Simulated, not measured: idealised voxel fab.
The process module presented herein is designated voxel double patterning.
The cross-section shown here is cut; it is 255 nm wide and divided into square cells measuring 5 nm on a side.
In what follows, cross-sections appear as grids of square cells, described through bands that run from the top down, where every band is one or more rows of cells.
It is stipulated that each band's entry specify, in nanometres, the height of the top of the band and then that of its bottom, followed by the materials of the band in left-to-right sequence, each together with its width in nanometres. A single material marked by the word "everywhere" is understood to fill the band from edge to edge; the word "blank" is understood to denote empty space.
For the purposes of this specification, 0 denotes the height below which the wafer in its as-received condition is composed wholly of one material, and the lowermost band, lacking a lower limit, extends downward without end, as expressed in "top 0, no bottom".
A two-number width, for instance "30..40", indicates that the width is equal to the first number in the top row of the band and to the second number in the bottom row, and that it changes by a constant amount per row of cells.
Any step labelled "changes: none" changed none of the cells in the cross-section.
"Voids, sealed" specifies each empty space that is not open to the top and that occupies no fewer than 8 cells, using the form width x height at distance, the distance measured from the left edge and all three quantities in nm.
Text after the settings on a step's line: the simulator's own remark on that step.
overlay nm: on a step with a mask, how far right of its planned place the mask lay; negative means left.

-- Steps in the process plan
1: RECEIVE,material Si
2: CONFORMAL_DEP,material SiN,thk nm 5
3: DIRECTIONAL_DEP,material SiO2,thk nm 10
4: DIRECTIONAL_DEP,material SiCN,thk nm 10
5: MASKED_ETCH,tone open,mask id FIRST,width nm 15,pitch nm 50,etch materials SiCN,depth nm 10,overlay nm 0
6: DIRECTIONAL_DEP,material aC,thk nm 10
7: PATTERN,tone open,mask id SECOND,material resist,width nm 15,pitch nm 50,thk nm 25,overlay nm 0
8: DIRECTIONAL_ETCH,etch materials aC,depth nm 10
9: STRIP,etch materials resist
10: DIRECTIONAL_ETCH,etch materials SiCN,depth nm 10
11: STRIP,etch materials aC
12: DIRECTIONAL_ETCH,etch materials SiO2,depth nm 10
13: STRIP,etch materials SiCN

-- Account of the first of two wafers, which was processed as intended

-- Cross-section: wafer on arrival = after step 1
- top 0, no bottom = Si everywhere
- Voids, sealed: none

-- Cross-sectional representation of the wafer at the conclusion of step 2
- top 5, bottom 0 = SiN everywhere
- Everything under 0 stays put, no change at all.

-- Cross-sectional representation of the wafer at the conclusion of step 3
- top 15, bottom 5 = SiO2 everywhere
- Everything under 5 stays put, no change at all.

-- Cross-sectional representation of the wafer at the conclusion of step 4
- top 25, bottom 15 = SiCN everywhere
- Everything under 15 stays put, no change at all.

-- Cross-sectional representation of the wafer at the conclusion of step 5
- top 25, bottom 15 = SiCN 70 | blank 15 | SiCN 35 | blank 15 | SiCN 35 | blank 15 | SiCN 70
- Everything under 15 stays put, no change at all.

-- Cross-sectional representation of the wafer at the conclusion of step 6
- top 35, bottom 25 = aC 70 | blank 15 | aC 35 | blank 15 | aC 35 | blank 15 | aC 70
- top 25, bottom 15 = SiCN 70 | aC 15 | SiCN 35 | aC 15 | SiCN 35 | aC 15 | SiCN 70
- Everything under 15 stays put, no change at all.

-- Cross-sectional representation of the wafer at the conclusion of step 7
- top 60, bottom 35 = resist 95 | blank 15 | resist 35 | blank 15 | resist 95
- top 35, bottom 25 = aC 70 | resist 15 | aC 35 | resist 15 | aC 35 | resist 15 | aC 70
- Everything under 25 stays put, no change at all.

-- Cross-sectional representation of the wafer at the conclusion of step 8
- top 50, bottom 35 = resist 95 | blank 15 | resist 35 | blank 15 | resist 95
- top 35, bottom 25 = aC 70 | resist 15 | aC 10 | blank 15 | aC 10 | resist 15 | aC 10 | blank 15 | aC 10 | resist 15 | aC 70
- Everything under 25 stays put, no change at all.

-- Cross-sectional representation of the wafer at the conclusion of step 9
- top 35, bottom 25 = aC 70 | blank 15 | aC 10 | blank 15 | aC 10 | blank 15 | aC 10 | blank 15 | aC 10 | blank 15 | aC 70
- Everything under 25 stays put, no change at all.

-- Cross-sectional representation of the wafer at the conclusion of step 10
- top 35, bottom 25 = aC 70 | blank 15 | aC 10 | blank 15 | aC 10 | blank 15 | aC 10 | blank 15 | aC 10 | blank 15 | aC 70
- top 25, bottom 15 = SiCN 70 | aC 15 | SiCN 10 | blank 15 | SiCN 10 | aC 15 | SiCN 10 | blank 15 | SiCN 10 | aC 15 | SiCN 70
- Everything under 15 stays put, no change at all.

-- Cross-sectional representation of the wafer at the conclusion of step 11
- top 25, bottom 15 = SiCN 70 | blank 15 | SiCN 10 | blank 15 | SiCN 10 | blank 15 | SiCN 10 | blank 15 | SiCN 10 | blank 15 | SiCN 70
- Everything under 15 stays put, no change at all.

-- Cross-sectional representation of the wafer at the conclusion of step 12
- top 25, bottom 15 = SiCN 70 | blank 15 | SiCN 10 | blank 15 | SiCN 10 | blank 15 | SiCN 10 | blank 15 | SiCN 10 | blank 15 | SiCN 70
- top 15, bottom 5 = SiO2 70 | blank 15 | SiO2 10 | blank 15 | SiO2 10 | blank 15 | SiO2 10 | blank 15 | SiO2 10 | blank 15 | SiO2 70
- Everything under 5 stays put, no change at all.

-- Cross-sectional representation of the wafer at the conclusion of step 13
- top 15, bottom 5 = SiO2 70 | blank 15 | SiO2 10 | blank 15 | SiO2 10 | blank 15 | SiO2 10 | blank 15 | SiO2 10 | blank 15 | SiO2 70
- Everything under 5 stays put, no change at all.

-- Wafer two. Identical start, identical plan. One mistake in execution. Identical history through step 4

-- Second wafer, section view, time point: scheduled end of step 5
- top 25, bottom 15 = blank 70 | SiCN 15 | blank 35 | SiCN 15 | blank 35 | SiCN 15 | blank 70
- Everything under 15 stays put, no change at all.

-- Second wafer, section view, time point: scheduled end of step 6
- top 35, bottom 25 = blank 70 | aC 15 | blank 35 | aC 15 | blank 35 | aC 15 | blank 70
- top 25, bottom 15 = aC 70 | SiCN 15 | aC 35 | SiCN 15 | aC 35 | SiCN 15 | aC 70
- Everything under 15 stays put, no change at all.

-- Second wafer, section view, time point: scheduled end of step 7
- top 60, bottom 35 = resist 95 | blank 15 | resist 35 | blank 15 | resist 95
- top 35, bottom 25 = resist 70 | aC 15 | resist 10 | blank 15 | resist 10 | aC 15 | resist 10 | blank 15 | resist 10 | aC 15 | resist 70
- Everything under 25 stays put, no change at all.

-- Second wafer, section view, time point: scheduled end of step 8
- top 50, bottom 35 = resist 95 | blank 15 | resist 35 | blank 15 | resist 95
- top 35, bottom 25 = resist 70 | aC 15 | resist 10 | blank 15 | resist 10 | aC 15 | resist 10 | blank 15 | resist 10 | aC 15 | resist 70
- top 25, bottom 15 = aC 70 | SiCN 15 | aC 10 | blank 15 | aC 10 | SiCN 15 | aC 10 | blank 15 | aC 10 | SiCN 15 | aC 70
- Everything under 15 stays put, no change at all.

-- Second wafer, section view, time point: scheduled end of step 9
- top 35, bottom 25 = blank 70 | aC 15 | blank 35 | aC 15 | blank 35 | aC 15 | blank 70
- Everything under 25 stays put, no change at all.

Second wafer, section view, time point: scheduled end of step 10: changes: none

-- Second wafer, section view, time point: scheduled end of step 11
- top 25, bottom 15 = blank 70 | SiCN 15 | blank 35 | SiCN 15 | blank 35 | SiCN 15 | blank 70
- Everything under 15 stays put, no change at all.

-- Second wafer, section view, time point: scheduled end of step 12
- top 25, bottom 15 = blank 70 | SiCN 15 | blank 35 | SiCN 15 | blank 35 | SiCN 15 | blank 70
- top 15, bottom 5 = blank 70 | SiO2 15 | blank 35 | SiO2 15 | blank 35 | SiO2 15 | blank 70
- Everything under 5 stays put, no change at all.

-- Second wafer, section view, time point: scheduled end of step 13
- top 15, bottom 5 = blank 70 | SiO2 15 | blank 35 | SiO2 15 | blank 35 | SiO2 15 | blank 70
- Everything under 5 stays put, no change at all.
Heads up, the wafer didn't run the way we planned it: off-plan run, step 5, actual operation and settings MASKED_ETCH,tone cover,mask id FIRST,width nm 15,pitch nm 50,etch materials SiCN,depth nm 10,overlay nm 0
The second wafer ends with more or fewer cells of some materials than the first, per final count: SiO2: 54 fewer
